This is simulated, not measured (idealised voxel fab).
The process module that follows is named voxel double patterning.
cross-section cut | 180 nm wide | cells 5 nm
Format of a cross-section: grid, square cells. Given as bands. Order: top down. Band: one or more rows of cells.
The entry gives the band's vertical extent as a top height and a bottom height in nm, then its horizontal make-up as materials from left to right, each with a width in nm. "air" stands for empty space; a single material marked "full width" fills the band edge to edge.
Heights are reckoned from 0. Under this level, the received wafer is all of one material. The bottommost band is open-ended downward, for example "0..down".
Width "30->40": first value at the band's top row of cells, second value at its bottom row, equal change from row to row.
You'll sometimes find "nothing changed" written for a step, and that's the way of saying that nowhere in the cross-section did a cell change during that step.
The entry titled "Voids lacking openings" provides the empty spaces that have no open way to the top, restricted to those of 8 cells or more. Each is presented as width x height at distance, the distance being measured from the left edge, with all three in nm.
Text after the settings on a step's line: the simulator's own remark on that step.
overlay nm: mask offset rightward from planned place, masked step; negative means leftward offset.
The planned process steps are enumerated hereunder:
1: RECEIVE (material Si)
2: CONFORMAL_DEP (material SiO2; thk nm 10)
3: DIRECTIONAL_DEP (material W; thk nm 20)
4: DIRECTIONAL_DEP (material SiN; thk nm 5)
5: PATTERN (tone open; mask id FIRST; material resist; width nm 15; pitch nm 50; thk nm 15; overlay nm 0)
6: DIRECTIONAL_ETCH (etch materials SiN; depth nm 5)
7: STRIP (etch materials resist)
8: DIRECTIONAL_DEP (material aC; thk nm 15)
9: PATTERN (tone open; mask id SECOND; material resist; width nm 15; pitch nm 50; thk nm 30; overlay nm 0)
10: DIRECTIONAL_ETCH (etch materials aC; depth nm 15)
11: STRIP (etch materials resist)
12: DIRECTIONAL_ETCH (etch materials SiN; depth nm 5)
13: STRIP (etch materials aC)
14: DIRECTIONAL_ETCH (etch materials W; depth nm 20)
15: STRIP (etch materials SiN)
The first of a set of two wafers, run to plan:
As-received wafer cross-section (after step 1):
- 0..down | Si full width
- Voids lacking openings: none
Cross-section: wafer state after step 2:
- 10..0 | SiO2 full width
- Nothing below the height 0 has changed.
Cross-section: wafer state after step 3:
- 30..10 | W full width
- Nothing below the height 10 has changed.
Cross-section: wafer state after step 4:
- 35..30 | SiN full width
- Nothing below the height 30 has changed.
Cross-section: wafer state after step 5:
- 50..35 | 30 resist, 15 air, 35 resist, 15 air, 35 resist, 15 air, 35 resist
- Nothing below the height 35 has changed.
Cross-section: wafer state after step 6:
- 50..35 | 30 resist, 15 air, 35 resist, 15 air, 35 resist, 15 air, 35 resist
- 35..30 | 30 SiN, 15 air, 35 SiN, 15 air, 35 SiN, 15 air, 35 SiN
- Nothing below the height 30 has changed.
Cross-section: wafer state after step 7:
- 35..30 | 30 SiN, 15 air, 35 SiN, 15 air, 35 SiN, 15 air, 35 SiN
- Nothing below the height 30 has changed.
Cross-section: wafer state after step 8:
- 50..45 | 30 aC, 15 air, 35 aC, 15 air, 35 aC, 15 air, 35 aC
- 45..35 | aC full width
- 35..30 | 30 SiN, 15 aC, 35 SiN, 15 aC, 35 SiN, 15 aC, 35 SiN
- Nothing below the height 30 has changed.
Cross-section: wafer state after step 9:
- 80..50 | 55 resist, 15 air, 35 resist, 15 air, 60 resist
- 50..45 | 30 aC, 15 resist, 35 aC, 15 resist, 35 aC, 15 resist, 35 aC
- Nothing below the height 45 has changed.
Cross-section: wafer state after step 10:
- 65..50 | 55 resist, 15 air, 35 resist, 15 air, 60 resist
- 50..45 | 30 aC, 15 resist, 10 aC, 15 air, 10 aC, 15 resist, 10 aC, 15 air, 10 aC, 15 resist, 35 aC
- 45..35 | 55 aC, 15 air, 35 aC, 15 air, 60 aC
- Nothing below the height 35 has changed.
Cross-section: wafer state after step 11:
- 50..45 | 30 aC, 15 air, 10 aC, 15 air, 10 aC, 15 air, 10 aC, 15 air, 10 aC, 15 air, 35 aC
- Nothing below the height 45 has changed.
Cross-section: wafer state after step 12:
- 50..45 | 30 aC, 15 air, 10 aC, 15 air, 10 aC, 15 air, 10 aC, 15 air, 10 aC, 15 air, 35 aC
- 45..35 | 55 aC, 15 air, 35 aC, 15 air, 60 aC
- 35..30 | 30 SiN, 15 aC, 10 SiN, 15 air, 10 SiN, 15 aC, 10 SiN, 15 air, 10 SiN, 15 aC, 35 SiN
- Nothing below the height 30 has changed.
Cross-section: wafer state after step 13:
- 35..30 | 30 SiN, 15 air, 10 SiN, 15 air, 10 SiN, 15 air, 10 SiN, 15 air, 10 SiN, 15 air, 35 SiN
- Nothing below the height 30 has changed.
Cross-section: wafer state after step 14:
- 35..30 | 30 SiN, 15 air, 10 SiN, 15 air, 10 SiN, 15 air, 10 SiN, 15 air, 10 SiN, 15 air, 35 SiN
- 30..10 | 30 W, 15 air, 10 W, 15 air, 10 W, 15 air, 10 W, 15 air, 10 W, 15 air, 35 W
- Nothing below the height 10 has changed.
Cross-section: wafer state after step 15:
- 30..10 | 30 W, 15 air, 10 W, 15 air, 10 W, 15 air, 10 W, 15 air, 10 W, 15 air, 35 W
- Nothing below the height 10 has changed.
Here the second wafer is described. Its start and its plan were those of the first wafer. Its run contained one mistake. Up to and including step 4, it did exactly what the first wafer did:
Second wafer shown in cross-section at the time step 5 was slated to end:
- 50..35 | 30 air, 15 resist, 35 air, 15 resist, 35 air, 15 resist, 35 air
- Nothing below the height 35 has changed.
Second wafer shown in cross-section at the time step 6 was slated to end:
- 50..35 | 30 air, 15 resist, 35 air, 15 resist, 35 air, 15 resist, 35 air
- 35..30 | 30 air, 15 SiN, 35 air, 15 SiN, 35 air, 15 SiN, 35 air
- Nothing below the height 30 has changed.
Second wafer shown in cross-section at the time step 7 was slated to end:
- 35..30 | 30 air, 15 SiN, 35 air, 15 SiN, 35 air, 15 SiN, 35 air
- Nothing below the height 30 has changed.
Second wafer shown in cross-section at the time step 8 was slated to end:
- 50..45 | 30 air, 15 aC, 35 air, 15 aC, 35 air, 15 aC, 35 air
- 45..35 | aC full width
- 35..30 | 30 aC, 15 SiN, 35 aC, 15 SiN, 35 aC, 15 SiN, 35 aC
- Nothing below the height 30 has changed.
Second wafer shown in cross-section at the time step 9 was slated to end:
- 80..50 | 55 resist, 15 air, 35 resist, 15 air, 60 resist
- 50..45 | 30 resist, 15 aC, 10 resist, 15 air, 10 resist, 15 aC, 10 resist, 15 air, 10 resist, 15 aC, 35 resist
- Nothing below the height 45 has changed.
Second wafer shown in cross-section at the time step 10 was slated to end:
- 65..50 | 55 resist, 15 air, 35 resist, 15 air, 60 resist
- 50..45 | 30 resist, 15 aC, 10 resist, 15 air, 10 resist, 15 aC, 10 resist, 15 air, 10 resist, 15 aC, 35 resist
- 45..35 | 55 aC, 15 air, 35 aC, 15 air, 60 aC
- 35..30 | 30 aC, 15 SiN, 10 aC, 15 air, 10 aC, 15 SiN, 10 aC, 15 air, 10 aC, 15 SiN, 35 aC
- Nothing below the height 30 has changed.
Second wafer shown in cross-section at the time step 11 was slated to end:
- 50..45 | 30 air, 15 aC, 35 air, 15 aC, 35 air, 15 aC, 35 air
- Nothing below the height 45 has changed.
Second wafer shown in cross-section at the time step 12 was slated to end: nothing changed
Second wafer shown in cross-section at the time step 13 was slated to end:
- 35..30 | 30 air, 15 SiN, 35 air, 15 SiN, 35 air, 15 SiN, 35 air
- Nothing below the height 30 has changed.
Second wafer shown in cross-section at the time step 14 was slated to end:
- 35..30 | 30 air, 15 SiN, 35 air, 15 SiN, 35 air, 15 SiN, 35 air
- 30..10 | 30 air, 15 W, 35 air, 15 W, 35 air, 15 W, 35 air
- Nothing below the height 10 has changed.
Second wafer shown in cross-section at the time step 15 was slated to end:
- 30..10 | 30 air, 15 W, 35 air, 15 W, 35 air, 15 W, 35 air
- Nothing below the height 10 has changed.
Which mistake was made when the wafer was run? step 5 ran as: PATTERN (tone cover; mask id FIRST; material resist; width nm 15; pitch nm 50; thk nm 15; overlay nm 0)
Materials where the second wafer ends with more or fewer cells than the first: 48 fewer of W
